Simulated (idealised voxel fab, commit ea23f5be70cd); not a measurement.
Presented below is a process module, voxel plated lines.
It is cross-section cut that appears here, measuring 245 nm in width, its square cells being 5 nm in size.
Notation: cross-section as square-cell grid; stated in bands, top first, going down; one or more cell rows per band.
Top height, bottom height, nm. Materials left to right, width each, nm. Single material + "all across" = fills band edge to edge. "blank" = empty.
A quick word on heights: they are counted from 0, and under that level the wafer as it came to us is one material throughout. The lowest band is different from the rest in having no bottom; it simply continues downward, written as in "0 nm and below".
With a width like "30->40", each row of cells in the band differs from the next by the same amount, the top row carrying the first number and the bottom row the second.
"remains unaltered" (step): cross-section cells unchanged, all of them.
"Fully sealed cavities": empty spaces of 8 cells or more with no open way to the top, each given as width x height at distance, distance from the left edge, all in nm.
Whatever follows a step's settings on its line is a remark the simulator itself makes about that step.
Regarding "overlay nm": on a step with a mask, it is the distance the mask lay to the right of its planned place; a negative value places it to the left.

Process steps (planned)
1: RECEIVE [material Si]
2: CONFORMAL_DEP [material SiN] [thk nm 10]
3: DIRECTIONAL_DEP [material TiN] [thk nm 5]
4: PATTERN [tone open] [mask id LINES] [material resist] [width nm 30] [pitch nm 55] [thk nm 35] [overlay nm 0]
5: EPI [material Ru] [thk nm 10]
6: EPI [material Ru] [thk nm 5]
7: EPI [material Ru] [thk nm 5]
8: STRIP [etch materials resist]
9: DIRECTIONAL_ETCH [etch materials TiN] [depth nm 5]
10: CONFORMAL_DEP [material SiO2] [thk nm 5]

Concerning the first of two wafers, which was run in accordance with the plan

Cross-section of the wafer upon arrival, representing the state reached after step 1
- 0 nm and below  Si all across
- Fully sealed cavities: none

The wafer in cross-section once step 2 is complete
- 10 nm to 0 nm  SiN all across
- Anything lower than 0 is untouched.

The wafer in cross-section once step 3 is complete
- 15 nm to 10 nm  TiN all across
- Anything lower than 10 is untouched.

The wafer in cross-section once step 4 is complete
- 50 nm to 15 nm  resist 25 nm, then blank 30 nm, then resist 25 nm, then blank 30 nm, then resist 25 nm, then blank 30 nm, then resist 25 nm, then blank 30 nm, then resist 25 nm
- Anything lower than 15 is untouched.

The wafer in cross-section once step 5 is complete
- 50 nm to 25 nm  resist 25 nm, then blank 30 nm, then resist 25 nm, then blank 30 nm, then resist 25 nm, then blank 30 nm, then resist 25 nm, then blank 30 nm, then resist 25 nm
- 25 nm to 15 nm  resist 25 nm, then Ru 30 nm, then resist 25 nm, then Ru 30 nm, then resist 25 nm, then Ru 30 nm, then resist 25 nm, then Ru 30 nm, then resist 25 nm
- Anything lower than 15 is untouched.

The wafer in cross-section once step 6 is complete
- 50 nm to 30 nm  resist 25 nm, then blank 30 nm, then resist 25 nm, then blank 30 nm, then resist 25 nm, then blank 30 nm, then resist 25 nm, then blank 30 nm, then resist 25 nm
- 30 nm to 15 nm  resist 25 nm, then Ru 30 nm, then resist 25 nm, then Ru 30 nm, then resist 25 nm, then Ru 30 nm, then resist 25 nm, then Ru 30 nm, then resist 25 nm
- Anything lower than 15 is untouched.

The wafer in cross-section once step 7 is complete
- 50 nm to 35 nm  resist 25 nm, then blank 30 nm, then resist 25 nm, then blank 30 nm, then resist 25 nm, then blank 30 nm, then resist 25 nm, then blank 30 nm, then resist 25 nm
- 35 nm to 15 nm  resist 25 nm, then Ru 30 nm, then resist 25 nm, then Ru 30 nm, then resist 25 nm, then Ru 30 nm, then resist 25 nm, then Ru 30 nm, then resist 25 nm
- Anything lower than 15 is untouched.

The wafer in cross-section once step 8 is complete
- 35 nm to 15 nm  blank 25 nm, then Ru 30 nm, then blank 25 nm, then Ru 30 nm, then blank 25 nm, then Ru 30 nm, then blank 25 nm, then Ru 30 nm, then blank 25 nm
- Anything lower than 15 is untouched.

The wafer in cross-section once step 9 is complete
- 35 nm to 15 nm  blank 25 nm, then Ru 30 nm, then blank 25 nm, then Ru 30 nm, then blank 25 nm, then Ru 30 nm, then blank 25 nm, then Ru 30 nm, then blank 25 nm
- 15 nm to 10 nm  blank 25 nm, then TiN 30 nm, then blank 25 nm, then TiN 30 nm, then blank 25 nm, then TiN 30 nm, then blank 25 nm, then TiN 30 nm, then blank 25 nm
- Anything lower than 10 is untouched.

The wafer in cross-section once step 10 is complete
- 40 nm to 35 nm  blank 20 nm, then SiO2 40 nm, then blank 15 nm, then SiO2 40 nm, then blank 15 nm, then SiO2 40 nm, then blank 15 nm, then SiO2 40 nm, then blank 20 nm
- 35 nm to 15 nm  blank 20 nm, then SiO2 5 nm, then Ru 30 nm, then SiO2 5 nm, then blank 15 nm, then SiO2 5 nm, then Ru 30 nm, then SiO2 5 nm, then blank 15 nm, then SiO2 5 nm, then Ru 30 nm, then SiO2 5 nm, then blank 15 nm, then SiO2 5 nm, then Ru 30 nm, then SiO2 5 nm, then blank 20 nm
- 15 nm to 10 nm  SiO2 25 nm, then TiN 30 nm, then SiO2 25 nm, then TiN 30 nm, then SiO2 25 nm, then TiN 30 nm, then SiO2 25 nm, then TiN 30 nm, then SiO2 25 nm
- Anything lower than 10 is untouched.

Second wafer - shared start and plan with the first - one error in running - same as the first up to step 4 inclusive

When step 5 should have ended
- 50 nm to 35 nm  resist 25 nm, then blank 30 nm, then resist 25 nm, then blank 30 nm, then resist 25 nm, then blank 30 nm, then resist 25 nm, then blank 30 nm, then resist 25 nm
- 35 nm to 15 nm  resist 25 nm, then Ru 30 nm, then resist 25 nm, then Ru 30 nm, then resist 25 nm, then Ru 30 nm, then resist 25 nm, then Ru 30 nm, then resist 25 nm
- Anything lower than 15 is untouched.

When step 6 should have ended
- 50 nm to 40 nm  resist 25 nm, then blank 30 nm, then resist 25 nm, then blank 30 nm, then resist 25 nm, then blank 30 nm, then resist 25 nm, then blank 30 nm, then resist 25 nm
- 40 nm to 15 nm  resist 25 nm, then Ru 30 nm, then resist 25 nm, then Ru 30 nm, then resist 25 nm, then Ru 30 nm, then resist 25 nm, then Ru 30 nm, then resist 25 nm
- Anything lower than 15 is untouched.

When step 7 should have ended
- 50 nm to 45 nm  resist 25 nm, then blank 30 nm, then resist 25 nm, then blank 30 nm, then resist 25 nm, then blank 30 nm, then resist 25 nm, then blank 30 nm, then resist 25 nm
- 45 nm to 15 nm  resist 25 nm, then Ru 30 nm, then resist 25 nm, then Ru 30 nm, then resist 25 nm, then Ru 30 nm, then resist 25 nm, then Ru 30 nm, then resist 25 nm
- Anything lower than 15 is untouched.

When step 8 should have ended
- 45 nm to 15 nm  blank 25 nm, then Ru 30 nm, then blank 25 nm, then Ru 30 nm, then blank 25 nm, then Ru 30 nm, then blank 25 nm, then Ru 30 nm, then blank 25 nm
- Anything lower than 15 is untouched.

When step 9 should have ended
- 45 nm to 15 nm  blank 25 nm, then Ru 30 nm, then blank 25 nm, then Ru 30 nm, then blank 25 nm, then Ru 30 nm, then blank 25 nm, then Ru 30 nm, then blank 25 nm
- 15 nm to 10 nm  blank 25 nm, then TiN 30 nm, then blank 25 nm, then TiN 30 nm, then blank 25 nm, then TiN 30 nm, then blank 25 nm, then TiN 30 nm, then blank 25 nm
- Anything lower than 10 is untouched.

When step 10 should have ended
- 50 nm to 45 nm  blank 20 nm, then SiO2 40 nm, then blank 15 nm, then SiO2 40 nm, then blank 15 nm, then SiO2 40 nm, then blank 15 nm, then SiO2 40 nm, then blank 20 nm
- 45 nm to 15 nm  blank 20 nm, then SiO2 5 nm, then Ru 30 nm, then SiO2 5 nm, then blank 15 nm, then SiO2 5 nm, then Ru 30 nm, then SiO2 5 nm, then blank 15 nm, then SiO2 5 nm, then Ru 30 nm, then SiO2 5 nm, then blank 15 nm, then SiO2 5 nm, then Ru 30 nm, then SiO2 5 nm, then blank 20 nm
- 15 nm to 10 nm  SiO2 25 nm, then TiN 30 nm, then SiO2 25 nm, then TiN 30 nm, then SiO2 25 nm, then TiN 30 nm, then SiO2 25 nm, then TiN 30 nm, then SiO2 25 nm
- Anything lower than 10 is untouched.
Here's what went sideways: it should be noted that step 5 of the plan was executed twice
At the finish, the second wafer shows more or fewer cells for some materials than the first does: Ru +48 | SiO2 +16
